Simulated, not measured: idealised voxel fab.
Title: Process Module voxel self aligned vias
Cross-section cut: width 285 nm, square cells of 5 nm.
This document writes a cross-section as a grid whose cells are square, and gives it as bands, listed from the top down; one or more rows of cells form a band.
In this notation a band is specified by the heights of its top and bottom, in that order and in nm, after which its materials appear from left to right, each paired with its width in nm. The word "everywhere" attached to a single material means that material fills the band from edge to edge; the word "blank" stands for empty space.
Heights are expressed relative to 0, this being the level below which the as-received wafer comprises one material exclusively. The lowest band is unbounded in the downward direction and is denoted as in "0 and below".
The width entry "30..40" should be interpreted row by row: the top row of cells in the band takes the first number, the bottom row takes the second number, and the change between adjacent rows is uniform throughout.
It should be understood that the words "remained unchanged", when stated for a given step, signify that the cross-section underwent no change in any of its cells during that step.
Each empty space that has no open way to the top and spans at least 8 cells appears under "Closed empty spaces" as width x height at distance, the distance counted from the left edge, all in nm.
Whatever follows a step's settings on its line is a remark the simulator itself makes about that step.
overlay nm: for a step with a mask, the amount by which the mask lay right of where it was planned; a negative amount means left of it.
**Listed below are the process steps as planned**
1,op RECEIVE | material Si
2,op CONFORMAL_DEP | material SiO2 | thk nm 15
3,op CONFORMAL_DEP | material SiCN | thk nm 5
4,op DIRECTIONAL_DEP | material lowk | thk nm 25
5,op MASKED_ETCH | tone open | mask id LINES | width nm 30 | pitch nm 60 | etch materials lowk | depth nm 25 | overlay nm 0
6,op CONFORMAL_DEP | material TiN | thk nm 5
7,op FILL_DEP | material W | thk nm 10
8,op CMP | height nm 45
9,op SELECTIVE_ETCH | etch materials W Ru TiN | depth nm 5
10,op FILL_DEP | material SiN | thk nm 5
11,op CMP | height nm 45
12,op DIRECTIONAL_DEP | material lowk | thk nm 20
13,op MASKED_ETCH | tone open | mask id VIAS | width nm 30 | pitch nm 60 | etch materials lowk | depth nm 20 | overlay nm 0
14,op MASKED_ETCH | tone open | mask id VIAS | width nm 40 | pitch nm 60 | etch materials SiN | depth nm 5 | overlay nm 0
15,op CONFORMAL_DEP | material TiN | thk nm 5
16,op FILL_DEP | material Cu | thk nm 5
17,op CMP | height nm 65
18,op CONFORMAL_DEP | material SiCN | thk nm 5
Same starting wafers, different width nm at step 13. Plan value belongs to the first wafer.
**First of several wafers (as received, post step 1), cross-sectional view**
0 and below  Si everywhere
Closed empty spaces: none
**Table: wafers, a row each; end-of-module cell change per material since receipt, gain (+), loss (-); then closed voids**
width nm 30, +48 Cu, +114 SiCN, +171 SiO2, +78 TiN, +36 W, +351 lowk, Closed empty spaces: none
width nm 35, +57 Cu, +114 SiCN, +171 SiO2, +81 TiN, +36 W, +339 lowk, Closed empty spaces: none
width nm 40, +66 Cu, +114 SiCN, +171 SiO2, +84 TiN, +36 W, +327 lowk, Closed empty spaces: none
width nm 45, +75 Cu, +114 SiCN, +171 SiO2, +87 TiN, +36 W, +315 lowk, Closed empty spaces: none
